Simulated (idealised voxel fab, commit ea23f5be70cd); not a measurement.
The process module presented herein is designated voxel wiring stack.
Displayed cross-section: cut, width of 155 nm, square cells sized 5 nm.
Just so we're on the same page, the cross-sections are grids of square cells, and they're listed out in bands top to bottom, each band one or more rows deep. Band: top and bottom heights (nm) first, top before bottom; then materials from left to right, widths in nm. "edge to edge" marks a sole material filling the band edge to edge. "air" denotes empty space. A quick word on heights: they are counted from 0, and under that level the wafer as it came to us is one material throughout. The lowest band is different from the rest in having no bottom; it simply continues downward, written as in "top 0, no bottom". Width: "30 to 40" (first number = top row, second number = bottom row, same change from row to row of cells). The cross-section has no changed cell in any step marked "nothing different". "Sealed internal cavities" specifies each empty space that is not open to the top and that occupies no fewer than 8 cells, using the form width x height at distance, the distance measured from the left edge and all three quantities in nm. On each step's line, the part that comes after the settings is the simulator's own comment on the step. Steps that use a mask can have "overlay nm" on their line. It says how far the mask sat to the right of where it was meant to be. Negative means to the left.

-- Process steps foreseen in the plan
step 1: RECEIVE with material Si
step 2: CONFORMAL_DEP with material SiO2, thk nm 10
step 3: CONFORMAL_DEP with material SiN, thk nm 5
step 4: DIRECTIONAL_DEP with material SiO2, thk nm 15
step 5: MASKED_ETCH with tone open, mask id METAL_1, width nm 30, pitch nm 60, etch materials SiO2, depth nm 15, overlay nm 0
step 6: MASKED_ETCH with tone open, mask id METAL_1, width nm 30, pitch nm 60, etch materials SiN, depth nm 5, overlay nm 0
step 7: CONFORMAL_DEP with material TiN, thk nm 5
step 8: FILL_DEP with material Ru, thk nm 10
step 9: CMP with height nm 30
step 10: CONFORMAL_DEP with material SiCN, thk nm 5
step 11: DIRECTIONAL_DEP with material lowk, thk nm 15
step 12: DIRECTIONAL_DEP with material aC, thk nm 10
step 13: PATTERN with tone open, mask id PLUG_1, material resist, width nm 15, thk nm 30, overlay nm 0
step 14: DIRECTIONAL_ETCH with etch materials aC, depth nm 10
step 15: STRIP with etch materials resist
step 16: DIRECTIONAL_ETCH with etch materials lowk, depth nm 15
step 17: DIRECTIONAL_ETCH with etch materials SiCN, depth nm 5
step 18: STRIP with etch materials aC
step 19: CONFORMAL_DEP with material TiN, thk nm 5
step 20: FILL_DEP with material Cu, thk nm 5
step 21: CMP with height nm 50
step 22: DIRECTIONAL_DEP with material TiN, thk nm 5
step 23: DIRECTIONAL_DEP with material W, thk nm 25
step 24: PATTERN with tone cover, mask id METAL_2, material resist, width nm 30, pitch nm 60, thk nm 20, overlay nm 0
step 25: DIRECTIONAL_ETCH with etch materials W, depth nm 25
step 26: DIRECTIONAL_ETCH with etch materials TiN, depth nm 5
step 27: STRIP with etch materials resist
step 28: FILL_DEP with material lowk, thk nm 10
step 29: CMP with height nm 80
step 30: CONFORMAL_DEP with material SiCN, thk nm 5
step 31: DIRECTIONAL_DEP with material SiO2, thk nm 30
step 32: MASKED_ETCH with tone open, mask id METAL_3_HOLES, width nm 15, etch materials SiO2, depth nm 30, overlay nm 0
step 33: MASKED_ETCH with tone open, mask id METAL_3, width nm 30, pitch nm 60, etch materials SiO2, depth nm 20, overlay nm 0
step 34: MASKED_ETCH with tone open, mask id METAL_3, width nm 30, pitch nm 60, etch materials SiCN, depth nm 5, overlay nm 0
step 35: CONFORMAL_DEP with material TiN, thk nm 5
step 36: FILL_DEP with material Ru, thk nm 10
step 37: CMP with height nm 115
step 38: CONFORMAL_DEP with material SiCN, thk nm 5
step 39: DIRECTIONAL_DEP with material lowk, thk nm 10
step 40: PATTERN with tone open, mask id PLUG_3, material resist, width nm 15, pitch nm 60, thk nm 15, overlay nm 0
step 41: DIRECTIONAL_ETCH with etch materials lowk, depth nm 10
step 42: DIRECTIONAL_ETCH with etch materials SiCN, depth nm 5
step 43: STRIP with etch materials resist
step 44: EPI with material Ru, thk nm 10
step 45: EPI with material Ru, thk nm 5
step 46: CONFORMAL_DEP with material SiCN, thk nm 5
step 47: DIRECTIONAL_DEP with material lowk, thk nm 20
step 48: PATTERN with tone open, mask id METAL_4, material resist, width nm 30, pitch nm 60, thk nm 15, overlay nm 0
step 49: DIRECTIONAL_ETCH with etch materials lowk, depth nm 20
step 50: DIRECTIONAL_ETCH with etch materials SiCN, depth nm 5
step 51: STRIP with etch materials resist
step 52: CONFORMAL_DEP with material TiN, thk nm 5
step 53: FILL_DEP with material Cu, thk nm 5
step 54: CMP with height nm 155
step 55: CONFORMAL_DEP with material SiCN, thk nm 5

-- Here's what the wafer looked like in cross-section when it arrived - that's after step 1
top 0, no bottom: Si edge to edge
Sealed internal cavities: none

-- Cross-sectional image of the first of two wafers at the end of the module, the run having proceeded as planned
top 160, bottom 155: SiCN edge to edge
top 155, bottom 135: lowk 30 | TiN 5 | Cu 20 | TiN 5 | lowk 30 | TiN 5 | Cu 20 | TiN 5 | lowk 35
top 135, bottom 130: SiCN 30 | TiN 30 | SiCN 30 | TiN 30 | SiCN 35
top 130, bottom 120: lowk 30 | Ru 15 | lowk 45 | Ru 15 | lowk 50
top 120, bottom 115: SiCN 30 | Ru 15 | SiCN 45 | Ru 15 | SiCN 50
top 115, bottom 100: SiO2 30 | TiN 5 | Ru 20 | TiN 5 | SiO2 30 | TiN 5 | Ru 20 | TiN 5 | SiO2 35
top 100, bottom 95: SiO2 30 | TiN 5 | Ru 5 | TiN 20 | SiO2 30 | TiN 30 | SiO2 35
top 95, bottom 85: SiO2 30 | TiN 5 | Ru 5 | TiN 5 | SiO2 110
top 85, bottom 80: SiCN 30 | TiN 15 | SiCN 110
top 80, bottom 55: lowk 30 | W 30 | lowk 30 | W 30 | lowk 35
top 55, bottom 50: lowk 30 | TiN 30 | lowk 30 | TiN 30 | lowk 35
top 50, bottom 35: lowk 30 | TiN 5 | Cu 5 | TiN 5 | lowk 110
top 35, bottom 30: SiCN 30 | TiN 15 | SiCN 110
top 30, bottom 15: SiO2 30 | TiN 5 | Ru 20 | TiN 5 | SiO2 30 | TiN 5 | Ru 20 | TiN 5 | SiO2 35
top 15, bottom 10: SiN 30 | TiN 30 | SiN 30 | TiN 30 | SiN 35
top 10, bottom 0: SiO2 edge to edge
top 0, no bottom: Si edge to edge
Sealed internal cavities: none

-- Here's the second of our two wafers sectioned at module end. Same start as the first, same plan, but one mistake got made running it
top 160, bottom 155: SiCN edge to edge
top 155, bottom 135: lowk 30 | TiN 5 | Cu 20 | TiN 5 | lowk 30 | TiN 5 | Cu 20 | TiN 5 | lowk 35
top 135, bottom 130: SiCN 30 | TiN 30 | SiCN 30 | TiN 30 | SiCN 35
top 130, bottom 120: lowk 30 | Ru 15 | lowk 45 | Ru 15 | lowk 50
top 120, bottom 115: SiCN 30 | Ru 15 | SiCN 45 | Ru 15 | SiCN 50
top 115, bottom 110: SiCN 30 | TiN 30 | SiCN 30 | TiN 30 | SiCN 35
top 110, bottom 80: SiO2 edge to edge
top 80, bottom 55: lowk 30 | W 30 | lowk 30 | W 30 | lowk 35
top 55, bottom 50: lowk 30 | TiN 30 | lowk 30 | TiN 30 | lowk 35
top 50, bottom 35: lowk 30 | TiN 5 | Cu 5 | TiN 5 | lowk 110
top 35, bottom 30: SiCN 30 | TiN 15 | SiCN 110
top 30, bottom 15: SiO2 30 | TiN 5 | Ru 20 | TiN 5 | SiO2 30 | TiN 5 | Ru 20 | TiN 5 | SiO2 35
top 15, bottom 10: SiN 30 | TiN 30 | SiN 30 | TiN 30 | SiN 35
top 10, bottom 0: SiO2 edge to edge
top 0, no bottom: Si edge to edge
Sealed internal cavities: none
What went wrong in running the wafer? order of steps 30 and 31 inverted relative to the plan
Final cells, second wafer relative to first, materials higher or lower: Ru: 27 fewer, SiCN: 9 fewer, SiO2: 54 more, TiN: 18 fewer
